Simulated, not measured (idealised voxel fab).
Process module heading - voxel self aligned contacts
Section shown: cut. Width: 150 nm. Cell size: 5 nm, square.
Heads up, the way a cross-section reads in here is a grid of square cells, handed over as bands from the top down, with every band being one or more rows of cells.
A band entry consists of two parts. The first gives the height of the band's top and the height of its bottom, in nm. The rest lists the band's materials from left to right, each with its width in nm. A single material labelled with the word "edge to edge" fills the band from edge to edge, and the word "blank" marks empty space.
Where do heights start? At 0: under that level the wafer as delivered is made of one material only. And the lowest band has no floor; it just carries on downward, as in "0 and below".
A width given as "30->40" starts at the first number in the band's top row and ends at the second number in its bottom row, shifting by an equal amount at every step from row to row.
Where the words "no modifications" appear for a step, the cross-section shows no cell changed by that step; every cell remained as before.
"Sealed-off cavities": sealed empty spaces, 8 cells or more, no open way to top, listed width x height at distance, with distance from the left edge and width, height and distance in nm.
Anything after a step's settings on that line? It's the simulator's own note about the step.
overlay nm: where the mask lay relative to plan, measured to the right, on steps with a mask; negatives go left.

## List of planned process steps
step 1: RECEIVE with material Si
step 2: CONFORMAL_DEP with material SiO2, thk nm 5
step 3: DIRECTIONAL_DEP with material polySi, thk nm 25
step 4: DIRECTIONAL_DEP with material SiN, thk nm 20
step 5: DIRECTIONAL_DEP with material aC, thk nm 15
step 6: PATTERN with tone cover, mask id GATE, material resist, width nm 30, pitch nm 70, thk nm 30, overlay nm 0
step 7: DIRECTIONAL_ETCH with etch materials aC, depth nm 15
step 8: STRIP with etch materials resist
step 9: DIRECTIONAL_ETCH with etch materials SiN, depth nm 20
step 10: DIRECTIONAL_ETCH with etch materials polySi, depth nm 15
step 11: STRIP with etch materials aC
step 12: CONFORMAL_DEP with material SiN, thk nm 10
step 13: DIRECTIONAL_ETCH with etch materials SiN, depth nm 10
step 14: FILL_DEP with material SiO2, thk nm 10
step 15: CMP with height nm 55
step 16: MASKED_ETCH with tone open, mask id CONTACT, width nm 50, etch materials SiO2, depth nm 55, overlay nm 0
step 17: CONFORMAL_DEP with material TiN, thk nm 5
step 18: FILL_DEP with material W, thk nm 10
step 19: CMP with height nm 55
step 20: CONFORMAL_DEP with material SiCN, thk nm 5
It is noted that the wafers described herein are identical at the outset and are distinguished by the depth nm of step 10; the value stated in the plan corresponds to the first wafer.

## The first of several wafers, as received after step 1, seen in section
	0 and below  Si edge to edge
	Sealed-off cavities: none

## What follows is a table in which each wafer occupies a row; for the wafer as it stands at the close of the module, the row states, material by material, how many cells have been gained (+) or lost (-) since receipt, and then gives its closed voids
depth nm 15 | +30 SiCN | +104 SiN | +92 SiO2 | +24 TiN | +14 W | +96 polySi | Sealed-off cavities: none
depth nm 20 | +30 SiCN | +112 SiN | +98 SiO2 | +26 TiN | +16 W | +78 polySi | Sealed-off cavities: none
depth nm 25 | +30 SiCN | +120 SiN | +100 SiO2 | +30 TiN | +20 W | +60 polySi | Sealed-off cavities: none
depth nm 30 | +30 SiCN | +120 SiN | +100 SiO2 | +30 TiN | +20 W | +60 polySi | Sealed-off cavities: none
depth nm 35 | +30 SiCN | +120 SiN | +100 SiO2 | +30 TiN | +20 W | +60 polySi | Sealed-off cavities: none
depth nm 40 | +30 SiCN | +120 SiN | +100 SiO2 | +30 TiN | +20 W | +60 polySi | Sealed-off cavities: none
